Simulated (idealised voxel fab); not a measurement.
Process module heading - voxel double patterning
Each square cell in cross-section cut measures 5 nm, and the section as a whole is 225 nm wide.
Each cross-section below is a grid of square cells, stated as bands in top-down order, with one or more rows of cells making up each band. Quick guide to a band line: top height, bottom height (nm) up front; then every material left to right with its width in nm. Only one material and it's marked "all across"? Then it fills the band edge to edge. And "empty" just means empty space. Height is counted from the level 0, under which the received wafer is composed throughout of one material. The lowest of the bands is not closed at the bottom but continues downward, in the notation "from 0 down". It should be noted that a width expressed as "30 to 40" varies in equal increments from row to row of cells within the band, taking the value of the first number at the top row and that of the second number at the bottom row. "all unchanged" for a step: no cell of the cross-section changed in that step. Voids not open to the top, 8 cells minimum: see "Enclosed empty spaces". Written width x height at distance; distance is from the left edge; nm. Formally, on a step line, whatever follows the settings is a remark that the simulator itself makes on the step. "overlay nm" denotes, for a step that has a mask, the displacement of the mask to the right of its planned place, with negative values corresponding to the left.

# The following list gives the planned process steps
1: RECEIVE | material Si
2: CONFORMAL_DEP | material SiO2 | thk nm 5
3: DIRECTIONAL_DEP | material W | thk nm 20
4: DIRECTIONAL_DEP | material SiCN | thk nm 10
5: DIRECTIONAL_DEP | material aC | thk nm 15
6: PATTERN | tone open | mask id FIRST | material resist | width nm 15 | pitch nm 50 | thk nm 35 | overlay nm 0
7: DIRECTIONAL_ETCH | etch materials aC | depth nm 15
8: STRIP | etch materials resist
9: DIRECTIONAL_ETCH | etch materials SiCN | depth nm 10
10: STRIP | etch materials aC
11: DIRECTIONAL_DEP | material aC | thk nm 10
12: PATTERN | tone open | mask id SECOND | material resist | width nm 15 | thk nm 25 | overlay nm 0
13: DIRECTIONAL_ETCH | etch materials aC | depth nm 10
14: STRIP | etch materials resist
15: DIRECTIONAL_ETCH | etch materials SiCN | depth nm 10
16: STRIP | etch materials aC
17: DIRECTIONAL_ETCH | etch materials W | depth nm 20
18: STRIP | etch materials SiCN

# Wafer as received: cross-section following step 1
- from 0 down = Si all across
- Enclosed empty spaces: none

# The plan above was carried out on the starting structure above with one mistake, and this cross-section shows the wafer at the end of the module
- from 25 to 5 = empty (105) | W (15) | empty (105)
- from 5 to 0 = SiO2 all across
- from 0 down = Si all across
- Enclosed empty spaces: none
What was done differently from what was planned? step 12 was processed under conditions differing from the plan, specifically as PATTERN | tone cover | mask id SECOND | material resist | width nm 15 | thk nm 25 | overlay nm 0
